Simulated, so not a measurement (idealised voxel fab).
process module | voxel self aligned vias
cross-section cut | 190 nm wide | cells 5 nm
A cross-section is a grid of square cells, given in bands from the top down. A band is one or more rows of cells.
Each band's line starts with the height of the band's top and of its bottom, in nm. Then come its materials from left to right, each with its width in nm. One material with "throughout" fills the band from edge to edge. "air" is empty space.
Height 0 is the level under which the wafer as received is all one material. The lowest band goes on downwards, as in "0 down".
A width such as "30 to 40" changes by the same amount from each row of cells to the next, from the band's top row to its bottom row.
"no change" after a step means that no cell of the cross-section changed.
closed voids: empty space of 8 cells or more with no open way to the top, each as width x height at its distance from the left edge, in nm
after a step's settings: what the simulator itself notes on the step
overlay nm, on a step with a mask: how far to the right of its planned place the mask lay; to the left if negative
plan
1 op RECEIVE | material Si
2 op CONFORMAL_DEP | material SiO2 | thk nm 15
3 op CONFORMAL_DEP | material SiCN | thk nm 5
4 op DIRECTIONAL_DEP | material lowk | thk nm 25
5 op PATTERN | tone open | mask id LINES | material resist | width nm 30 | pitch nm 60 | thk nm 20 | overlay nm -5
6 op DIRECTIONAL_ETCH | etch materials lowk | depth nm 25
7 op STRIP | etch materials resist
8 op CONFORMAL_DEP | material TiN | thk nm 5
9 op FILL_DEP | material Ru | thk nm 10
10 op CMP | height nm 45
11 op SELECTIVE_ETCH | etch materials W Ru TiN | depth nm 10
12 op FILL_DEP | material SiN | thk nm 5
13 op CMP | height nm 45
14 op DIRECTIONAL_DEP | material lowk | thk nm 20
15 op PATTERN | tone open | mask id VIAS | material resist | width nm 40 | pitch nm 60 | thk nm 20 | overlay nm 0
16 op DIRECTIONAL_ETCH | etch materials lowk | depth nm 20
17 op DIRECTIONAL_ETCH | etch materials SiN | depth nm 10
18 op STRIP | etch materials resist
19 op CONFORMAL_DEP | material TiN | thk nm 5
20 op FILL_DEP | material Cu | thk nm 10
21 op CMP | height nm 65
22 op CONFORMAL_DEP | material SiN | thk nm 5
varied across the wafers: overlay nm of step 5. The plan shows the first wafer's value. All wafers start alike
first wafer as received, after step 1
  0 down: Si throughout
  closed voids: none
each wafer at the end: cells of each material gained (+) or lost (-) since it was received, then its closed voids
overlay nm -5 | +78 Cu | +24 Ru | +38 SiCN | +38 SiN | +114 SiO2 | +84 TiN | +156 lowk | closed voids: none
overlay nm 0 | +78 Cu | +24 Ru | +38 SiCN | +38 SiN | +114 SiO2 | +84 TiN | +156 lowk | closed voids: none
overlay nm 5 | +78 Cu | +24 Ru | +38 SiCN | +38 SiN | +114 SiO2 | +84 TiN | +156 lowk | closed voids: none
